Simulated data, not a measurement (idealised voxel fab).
process module | voxel self aligned contacts
cross-section cut | 285 nm wide | cells 5 nm
A cross-section is a grid of square cells, given in bands from the top down. A band is one or more rows of cells.
Each band's line starts with the height of the band's top and of its bottom, in nm. Then come its materials from left to right, each with its width in nm. One material with "throughout" fills the band from edge to edge. "air" is empty space.
Height 0 is the level under which the wafer as received is all one material. The lowest band goes on downwards, as in "0 down".
A width such as "30 to 40" changes by the same amount from each row of cells to the next, from the band's top row to its bottom row.
"no change" after a step means that no cell of the cross-section changed.
closed voids: empty space of 8 cells or more with no open way to the top, each as width x height at its distance from the left edge, in nm
after a step's settings: what the simulator itself notes on the step
overlay nm, on a step with a mask: how far to the right of its planned place the mask lay; to the left if negative
plan
1 op RECEIVE | material Si
2 op OXIDIZE | depth nm 5
3 op DIRECTIONAL_DEP | material polySi | thk nm 30
4 op DIRECTIONAL_DEP | material SiN | thk nm 20
5 op MASKED_ETCH | tone cover | mask id GATE | width nm 25 | pitch nm 70 | etch materials SiN | depth nm 20 | overlay nm 0
6 op MASKED_ETCH | tone cover | mask id GATE | width nm 25 | pitch nm 70 | etch materials polySi | depth nm 30 | overlay nm 0
7 op CONFORMAL_DEP | material SiN | thk nm 10
8 op DIRECTIONAL_ETCH | etch materials SiN | depth nm 10
9 op FILL_DEP | material SiO2 | thk nm 20
10 op CMP | height nm 60
11 op DIRECTIONAL_DEP | material aC | thk nm 10
12 op PATTERN | tone open | mask id CONTACT | material resist | width nm 55 | pitch nm 70 | thk nm 30 | overlay nm 0
13 op DIRECTIONAL_ETCH | etch materials aC | depth nm 10
14 op STRIP | etch materials resist
15 op DIRECTIONAL_ETCH | etch materials SiO2 | depth nm 65
16 op STRIP | etch materials aC
17 op CONFORMAL_DEP | material TiN | thk nm 5
18 op FILL_DEP | material W | thk nm 10
19 op CMP | height nm 60
20 op CONFORMAL_DEP | material SiN | thk nm 5
as received, after step 1
  0 down: Si throughout
  closed voids: none
a wafer at the end: this start, this plan, one mistake
  65 to 60: SiN throughout
  60 to 55: SiO2 80 | TiN 20 | W 15 | TiN 20 | SiO2 15 | TiN 20 | W 15 | TiN 20 | SiO2 80
  55 to 40: SiO2 50 | SiN 45 | TiN 5 | W 15 | TiN 5 | SiN 45 | TiN 5 | W 15 | TiN 5 | SiN 45 | SiO2 50
  40 to 35: SiO2 50 | SiN 45 | TiN 25 | SiN 45 | TiN 25 | SiN 45 | SiO2 50
  35 to 30: SiN throughout
  30 to 0: polySi throughout
  0 to -5: SiO2 throughout
  -5 down: Si throughout
  closed voids: none
what went wrong: step 4 ran as: op DIRECTIONAL_DEP | material SiN | thk nm 25
